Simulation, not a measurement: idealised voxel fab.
process module | voxel self aligned contacts
cross-section cut | 260 nm wide | cells 5 nm
A cross-section is a grid of square cells, given in bands from the top down. A band is one or more rows of cells.
Each band's line starts with the height of the band's top and of its bottom, in nm. Then come its materials from left to right, each with its width in nm. One material with "throughout" fills the band from edge to edge. "air" is empty space.
Height 0 is the level under which the wafer as received is all one material. The lowest band goes on downwards, as in "0 down".
A width such as "30 to 40" changes by the same amount from each row of cells to the next, from the band's top row to its bottom row.
"no change" after a step means that no cell of the cross-section changed.
closed voids: empty space of 8 cells or more with no open way to the top, each as width x height at its distance from the left edge, in nm
after a step's settings: what the simulator itself notes on the step
overlay nm, on a step with a mask: how far to the right of its planned place the mask lay; to the left if negative
Each pair below shows a cross-section before one step and the cross-section after it, down to the lowest band that changed. The line under each pair gives the step between them, with its settings. The pairs can come from different runs of this module on the same starting wafer, so a pair continues from the pair above only where its "before" says so.
before
  70 to 65: Ru throughout
  65 to 60: Ru 105 | TiN 50 | Ru 105
  60 to 50: Ru 105 to 80 | TiN 5 to 30 | SiO2 40 | TiN 5 to 30 | Ru 105 to 80
  50 to 35: Ru 80 | TiN 5 | SiN 35 | SiO2 20 | SiN 35 | TiN 5 | Ru 80
  35 to 5: Ru 80 | TiN 5 | SiN 5 | polySi 25 | SiN 5 | SiO2 20 | SiN 5 | polySi 25 | SiN 5 | TiN 5 | Ru 80
  5 to 0: TiN 85 | SiO2 90 | TiN 85
  0 down: Si throughout
  closed voids: none
after
  60 to 50: Ru 105 to 80 | TiN 5 to 30 | SiO2 40 | TiN 5 to 30 | Ru 105 to 80
  below 50: unchanged
  closed voids: none
the step between: op CMP | height nm 60
before: the cross-section after the pair above
after
  65 to 60: SiCN throughout
  below 60: unchanged
  closed voids: none
the step between: op CONFORMAL_DEP | material SiCN | thk nm 5
